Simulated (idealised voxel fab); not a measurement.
The process module presented herein is designated voxel wiring stack.
The cross-section on display is named cut; it measures 220 nm wide, and its cells are 5 nm squares.
In this document a cross-section is written as a grid of square cells. It is given as a series of bands, listed from the top down, and a band is one or more rows of cells.
Quick guide to a band line: top height, bottom height (nm) up front; then every material left to right with its width in nm. Only one material and it's marked "full width"? Then it fills the band edge to edge. And "blank" just means empty space.
Height is counted from the level 0, under which the received wafer is composed throughout of one material. The lowest of the bands is not closed at the bottom but continues downward, in the notation "0 down".
With a width like "30..40", each row of cells in the band differs from the next by the same amount, the top row carrying the first number and the bottom row the second.
Any step labelled "no modification" changed none of the cells in the cross-section.
Reported under the label "Unvented voids" are the empty spaces having no open way to the top and comprising 8 cells or more; the notation for each is width x height at distance, in which the distance is measured from the left edge and all three values are in nm.
Anything after a step's settings on that line? It's the simulator's own note about the step.
A step's line can hold "overlay nm"; with a mask on that step, the setting says how far right of the planned place the mask lay, while a negative setting says it lay to the left.

## The following list gives the planned process steps
step 1: RECEIVE [material Si]
step 2: CONFORMAL_DEP [material SiO2] [thk nm 10]
step 3: DIRECTIONAL_DEP [material TiN] [thk nm 5]
step 4: DIRECTIONAL_DEP [material Ru] [thk nm 20]
step 5: DIRECTIONAL_DEP [material aC] [thk nm 10]
step 6: PATTERN [tone cover] [mask id METAL_1] [material resist] [width nm 30] [pitch nm 45] [thk nm 30] [overlay nm 0]
step 7: DIRECTIONAL_ETCH [etch materials aC] [depth nm 10]
step 8: STRIP [etch materials resist]
step 9: DIRECTIONAL_ETCH [etch materials Ru] [depth nm 20]
step 10: DIRECTIONAL_ETCH [etch materials TiN] [depth nm 5]
step 11: STRIP [etch materials aC]
step 12: CONFORMAL_DEP [material SiCN] [thk nm 5]
step 13: FILL_DEP [material SiO2] [thk nm 5]
step 14: CMP [height nm 35]
step 15: CONFORMAL_DEP [material SiCN] [thk nm 5]
step 16: DIRECTIONAL_DEP [material lowk] [thk nm 30]
step 17: DIRECTIONAL_DEP [material aC] [thk nm 10]
step 18: PATTERN [tone open] [mask id METAL_2_HOLES] [material resist] [width nm 15] [thk nm 25] [overlay nm -15]
step 19: DIRECTIONAL_ETCH [etch materials aC] [depth nm 10]
step 20: STRIP [etch materials resist]
step 21: DIRECTIONAL_ETCH [etch materials lowk] [depth nm 30]
step 22: STRIP [etch materials aC]
step 23: MASKED_ETCH [tone open] [mask id METAL_2] [width nm 30] [pitch nm 45] [etch materials lowk] [depth nm 15] [overlay nm 0]
step 24: MASKED_ETCH [tone open] [mask id METAL_2] [width nm 30] [pitch nm 45] [etch materials SiCN] [depth nm 5] [overlay nm 0]
step 25: CONFORMAL_DEP [material TiN] [thk nm 5]
step 26: FILL_DEP [material Ru] [thk nm 10]
step 27: CMP [height nm 70]
step 28: CONFORMAL_DEP [material SiCN] [thk nm 5]
step 29: DIRECTIONAL_DEP [material lowk] [thk nm 10]
step 30: PATTERN [tone open] [mask id PLUG_2] [material resist] [width nm 15] [thk nm 20] [overlay nm 0]
step 31: DIRECTIONAL_ETCH [etch materials lowk] [depth nm 10]
step 32: DIRECTIONAL_ETCH [etch materials SiCN] [depth nm 5]
step 33: STRIP [etch materials resist]
step 34: CONFORMAL_DEP [material TiN] [thk nm 5]
step 35: FILL_DEP [material W] [thk nm 5]
step 36: CMP [height nm 85]
step 37: CONFORMAL_DEP [material SiCN] [thk nm 5]
step 38: DIRECTIONAL_DEP [material SiO2] [thk nm 15]
step 39: PATTERN [tone open] [mask id METAL_3] [material resist] [width nm 30] [pitch nm 45] [thk nm 15] [overlay nm 0]
step 40: DIRECTIONAL_ETCH [etch materials SiO2] [depth nm 15]
step 41: DIRECTIONAL_ETCH [etch materials SiCN] [depth nm 5]
step 42: STRIP [etch materials resist]
step 43: CONFORMAL_DEP [material TiN] [thk nm 5]
step 44: FILL_DEP [material Ru] [thk nm 5]
step 45: CMP [height nm 105]
step 46: EPI [material Ru] [thk nm 5]
step 47: FILL_DEP [material SiCN] [thk nm 5]
Don't read the plan's overlay nm for step 18 as applying to every wafer: that's the first wafer's value, and the wafers differ in it, though they all start identical.

## Incoming state of the first of several wafers in cross-section: after step 1
  0 down | Si full width
  Unvented voids: none

## Post step 47, the closing step of the module: first of several wafers, cross-sectioned
  115 to 110 | SiCN full width
  110 to 105 | 65 nm SiCN; 40 nm Ru; 5 nm SiCN; 40 nm Ru; 70 nm SiCN
  105 to 90 | 70 nm SiO2; 5 nm TiN; 20 nm Ru; 5 nm TiN; 15 nm SiO2; 5 nm TiN; 20 nm Ru; 5 nm TiN; 75 nm SiO2
  90 to 85 | 70 nm SiCN; 30 nm TiN; 15 nm SiCN; 30 nm TiN; 75 nm SiCN
  85 to 75 | 70 nm lowk; 5 nm TiN; 5 nm W; 5 nm TiN; 135 nm lowk
  75 to 70 | 70 nm SiCN; 15 nm TiN; 135 nm SiCN
  70 to 60 | 55 nm lowk; 5 nm TiN; 35 nm Ru; 5 nm TiN; 15 nm lowk; 5 nm TiN; 20 nm Ru; 5 nm TiN; 75 nm lowk
  60 to 55 | 55 nm lowk; 5 nm TiN; 5 nm Ru; 35 nm TiN; 15 nm lowk; 30 nm TiN; 75 nm lowk
  55 to 45 | 55 nm lowk; 5 nm TiN; 5 nm Ru; 5 nm TiN; 150 nm lowk
  45 to 40 | 55 nm lowk; 15 nm TiN; 150 nm lowk
  40 to 35 | SiCN full width
  35 to 15 | 65 nm SiO2; 5 nm SiCN; 30 nm Ru; 5 nm SiCN; 5 nm SiO2; 5 nm SiCN; 30 nm Ru; 5 nm SiCN; 70 nm SiO2
  15 to 10 | 70 nm SiCN; 30 nm TiN; 15 nm SiCN; 30 nm TiN; 75 nm SiCN
  10 to 0 | SiO2 full width
  0 down | Si full width
  Unvented voids: none

## Here we cross-sectioned the last of the wafers once the module was done
  115 to 110 | SiCN full width
  110 to 105 | 65 nm SiCN; 40 nm Ru; 5 nm SiCN; 40 nm Ru; 70 nm SiCN
  105 to 90 | 70 nm SiO2; 5 nm TiN; 20 nm Ru; 5 nm TiN; 15 nm SiO2; 5 nm TiN; 20 nm Ru; 5 nm TiN; 75 nm SiO2
  90 to 85 | 70 nm SiCN; 30 nm TiN; 15 nm SiCN; 30 nm TiN; 75 nm SiCN
  85 to 75 | 70 nm lowk; 5 nm TiN; 5 nm W; 5 nm TiN; 135 nm lowk
  75 to 70 | 70 nm SiCN; 15 nm TiN; 135 nm SiCN
  70 to 60 | 70 nm lowk; 5 nm TiN; 20 nm Ru; 5 nm TiN; 15 nm lowk; 5 nm TiN; 20 nm Ru; 5 nm TiN; 75 nm lowk
  60 to 55 | 70 nm lowk; 20 nm TiN; 5 nm Ru; 5 nm TiN; 15 nm lowk; 30 nm TiN; 75 nm lowk
  55 to 40 | 85 nm lowk; 5 nm TiN; 5 nm Ru; 5 nm TiN; 120 nm lowk
  40 to 35 | 85 nm SiCN; 15 nm TiN; 120 nm SiCN
  35 to 15 | 65 nm SiO2; 5 nm SiCN; 30 nm Ru; 5 nm SiCN; 5 nm SiO2; 5 nm SiCN; 30 nm Ru; 5 nm SiCN; 70 nm SiO2
  15 to 10 | 70 nm SiCN; 30 nm TiN; 15 nm SiCN; 30 nm TiN; 75 nm SiCN
  10 to 0 | SiO2 full width
  0 down | Si full width
  Unvented voids: none

## Table: wafers, a row each; end-of-module cell change per material since receipt, gain (+), loss (-); then closed voids
overlay nm -15 | +113 Ru | +237 SiCN | +296 SiO2 | +72 TiN | +2 W | +292 lowk | Unvented voids: none
overlay nm -10 | +111 Ru | +236 SiCN | +296 SiO2 | +72 TiN | +2 W | +295 lowk | Unvented voids: none
overlay nm -5 | +109 Ru | +235 SiCN | +296 SiO2 | +72 TiN | +2 W | +298 lowk | Unvented voids: none
overlay nm 0 | +108 Ru | +234 SiCN | +296 SiO2 | +71 TiN | +2 W | +301 lowk | Unvented voids: none
overlay nm 5 | +108 Ru | +234 SiCN | +296 SiO2 | +71 TiN | +2 W | +301 lowk | Unvented voids: none
overlay nm 10 | +108 Ru | +234 SiCN | +296 SiO2 | +71 TiN | +2 W | +301 lowk | Unvented voids: none
overlay nm 15 | +108 Ru | +234 SiCN | +296 SiO2 | +71 TiN | +2 W | +301 lowk | Unvented voids: none
